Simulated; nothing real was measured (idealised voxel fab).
A process module follows: voxel plated lines.
240 nm wide, 5 nm square cells: that's cross-section cut.
A cross-section in this document is a grid of square cells, and it is written down as bands, the top band listed before the ones below it; a band is made up of one or more rows of cells. Band: top height; bottom height; in nm. Then, left to right: material with width in nm, for each material. "everywhere": a single material spanning edge to edge. "empty": empty space. Measure heights from 0. That's the level where, below it, the as-received wafer is all one material. The lowest band is bottomless and extends downward; write it as in "0 down". The two numbers in a width such as "30..40" mark its ends across the band: the first belongs to the top row of cells, the second to the bottom row, and from each row to the next the width moves by the same amount. A step reported as "no change occurred" is a step in which no cell of the cross-section changed. "Closed void roster" - sealed voids, min. 8 cells, no opening to top; format: width x height at distance (distance from left edge; nm throughout). On each step's line, the part that comes after the settings is the simulator's own comment on the step. Among the settings permitted on a step's line is "overlay nm"; applied to a step with a mask, it specifies the extent to which the mask lay to the right of its planned position, whereas a negative figure signifies a position to the left.

## Intended process steps
1) RECEIVE with material Si
2) CONFORMAL_DEP with material SiN, thk nm 5
3) DIRECTIONAL_DEP with material TiN, thk nm 5
4) PATTERN with tone open, mask id LINES, material resist, width nm 15, pitch nm 35, thk nm 35, overlay nm 0
5) EPI with material Ru, thk nm 5
6) EPI with material Ru, thk nm 5
7) EPI with material Ru, thk nm 10
8) STRIP with etch materials resist
9) DIRECTIONAL_ETCH with etch materials TiN, depth nm 5
10) CONFORMAL_DEP with material SiCN, thk nm 5

## Cross-sectional view of the wafer in its as-received condition, corresponding to the state after step 1
* 0 down | Si everywhere
* Closed void roster: none

## The cross-section shown corresponds to the wafer at the conclusion of the module. The initial structure and the process plan are those presented above; however, one mistake occurred in executing the plan
* 35 to 30 | 90 of empty | 25 of TiN | 10 of empty | 25 of TiN | 90 of empty
* 30 to 10 | 90 of empty | 5 of TiN | 15 of Ru | 5 of TiN | 10 of empty | 5 of TiN | 15 of Ru | 5 of TiN | 90 of empty
* 10 to 5 | TiN everywhere
* 5 to 0 | SiN everywhere
* 0 down | Si everywhere
* Closed void roster: none
Heads up, the wafer didn't run the way we planned it: for step 10, the planned setting was not used; the step was instead run as CONFORMAL_DEP with material TiN, thk nm 5
